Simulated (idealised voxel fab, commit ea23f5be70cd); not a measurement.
You're looking at the process module voxel wiring stack.
The width of the displayed cross-section, cut, is 185 nm; its cells are square, with a size of 5 nm.
How to read a cross-section here: the picture is a grid of square cells, written as bands going from the top down, and any band can span one or more rows of cells.
Band: top and bottom heights (nm) first, top before bottom; then materials from left to right, widths in nm. "all across" marks a sole material filling the band edge to edge. "air" denotes empty space.
Height reference: 0 = level under which incoming wafer is all one material. Lowest band: no bottom, runs on downward, e.g. "0 down".
A width such as "30->40" changes by the same amount from each row of cells to the next, from the band's top row to its bottom row.
Reading "remained unchanged" for a step: not a cell of the cross-section changed in it.
The entry titled "Sealed internal cavities" provides the empty spaces that have no open way to the top, restricted to those of 8 cells or more. Each is presented as width x height at distance, the distance being measured from the left edge, with all three in nm.
Read whatever lies past the settings on a step's line as the simulator's own remark about the step.
overlay nm, on a step with a mask: how far to the right of its planned place the mask lay; to the left if negative

### The following list gives the planned process steps
| 1 | RECEIVE,material Si |
| 2 | CONFORMAL_DEP,material SiO2,thk nm 15 |
| 3 | CONFORMAL_DEP,material SiN,thk nm 5 |
| 4 | DIRECTIONAL_DEP,material lowk,thk nm 20 |
| 5 | PATTERN,tone open,mask id METAL_1,material resist,width nm 20,pitch nm 45,thk nm 20,overlay nm 0 |
| 6 | DIRECTIONAL_ETCH,etch materials lowk,depth nm 20 |
| 7 | DIRECTIONAL_ETCH,etch materials SiN,depth nm 5 |
| 8 | STRIP,etch materials resist |
| 9 | CONFORMAL_DEP,material TiN,thk nm 5 |
| 10 | FILL_DEP,material Cu,thk nm 10 |
| 11 | CMP,height nm 40 |
| 12 | EPI,material Ru,thk nm 5 |
| 13 | FILL_DEP,material SiCN,thk nm 5 |
| 14 | DIRECTIONAL_DEP,material lowk,thk nm 20 |
| 15 | MASKED_ETCH,tone open,mask id PLUG_1,width nm 15,pitch nm 90,etch materials lowk,depth nm 20,overlay nm 0 |
| 16 | MASKED_ETCH,tone open,mask id PLUG_1,width nm 15,pitch nm 90,etch materials SiCN,depth nm 5,overlay nm 0 |
| 17 | CONFORMAL_DEP,material TiN,thk nm 5 |
| 18 | FILL_DEP,material W,thk nm 5 |
| 19 | CMP,height nm 70 |
| 20 | DIRECTIONAL_DEP,material TiN,thk nm 5 |
| 21 | DIRECTIONAL_DEP,material Ru,thk nm 25 |
| 22 | DIRECTIONAL_DEP,material aC,thk nm 10 |
| 23 | PATTERN,tone cover,mask id METAL_2,material resist,width nm 20,pitch nm 45,thk nm 30,overlay nm 0 |
| 24 | DIRECTIONAL_ETCH,etch materials aC,depth nm 10 |
| 25 | STRIP,etch materials resist |
| 26 | DIRECTIONAL_ETCH,etch materials Ru,depth nm 25 |
| 27 | DIRECTIONAL_ETCH,etch materials TiN,depth nm 5 |
| 28 | STRIP,etch materials aC |
| 29 | FILL_DEP,material SiO2,thk nm 10 |
| 30 | CMP,height nm 100 |
| 31 | CONFORMAL_DEP,material SiCN,thk nm 5 |

### Here's what the wafer looked like in cross-section when it arrived - that's after step 1
	0 down  Si all across
	Sealed internal cavities: none

### first wafer at the end, as planned
	105 to 100  SiCN all across
	100 to 75  35 SiO2  20 Ru  25 SiO2  20 Ru  25 SiO2  20 Ru  40 SiO2
	75 to 70  35 SiO2  20 TiN  25 SiO2  20 TiN  25 SiO2  20 TiN  40 SiO2
	70 to 50  35 lowk  5 TiN  5 W  5 TiN  75 lowk  5 TiN  5 W  5 TiN  45 lowk
	50 to 45  35 SiCN  15 TiN  75 SiCN  15 TiN  45 SiCN
	45 to 40  30 SiCN  30 Ru  15 SiCN  30 Ru  15 SiCN  30 Ru  35 SiCN
	40 to 20  35 lowk  5 TiN  10 Cu  5 TiN  25 lowk  5 TiN  10 Cu  5 TiN  25 lowk  5 TiN  10 Cu  5 TiN  40 lowk
	20 to 15  35 SiN  20 TiN  25 SiN  20 TiN  25 SiN  20 TiN  40 SiN
	15 to 0  SiO2 all across
	0 down  Si all across
	Sealed internal cavities: none

### Module end: cross-section of wafer two of two. Same start and process plan as the first wafer. One mistake during execution
	105 to 100  SiCN all across
	100 to 75  35 SiO2  20 Ru  25 SiO2  20 Ru  25 SiO2  20 Ru  40 SiO2
	75 to 70  35 SiO2  20 TiN  25 SiO2  20 TiN  25 SiO2  20 TiN  40 SiO2
	70 to 50  35 lowk  5 TiN  5 W  5 TiN  75 lowk  5 TiN  5 W  5 TiN  45 lowk
	50 to 45  35 SiCN  15 TiN  75 SiCN  15 TiN  45 SiCN
	45 to 40  30 SiCN  30 Ru  15 SiCN  30 Ru  15 SiCN  30 Ru  35 SiCN
	40 to 35  35 lowk  5 TiN  10 Cu  5 TiN  25 lowk  5 TiN  10 Cu  5 TiN  25 lowk  5 TiN  10 Cu  5 TiN  40 lowk
	35 to 30  35 SiN  20 TiN  25 SiN  20 TiN  25 SiN  20 TiN  40 SiN
	30 to 0  SiO2 all across
	0 down  Si all across
	Sealed internal cavities: none
What went wrong in running the wafer? execution of plan step 2 occurred twice
It is noted that, at the conclusion of processing, the second wafer exhibits a higher or lower cell count for certain materials relative to the first: Cu: 18 fewer | SiO2: 111 more | TiN: 18 fewer | lowk: 75 fewer
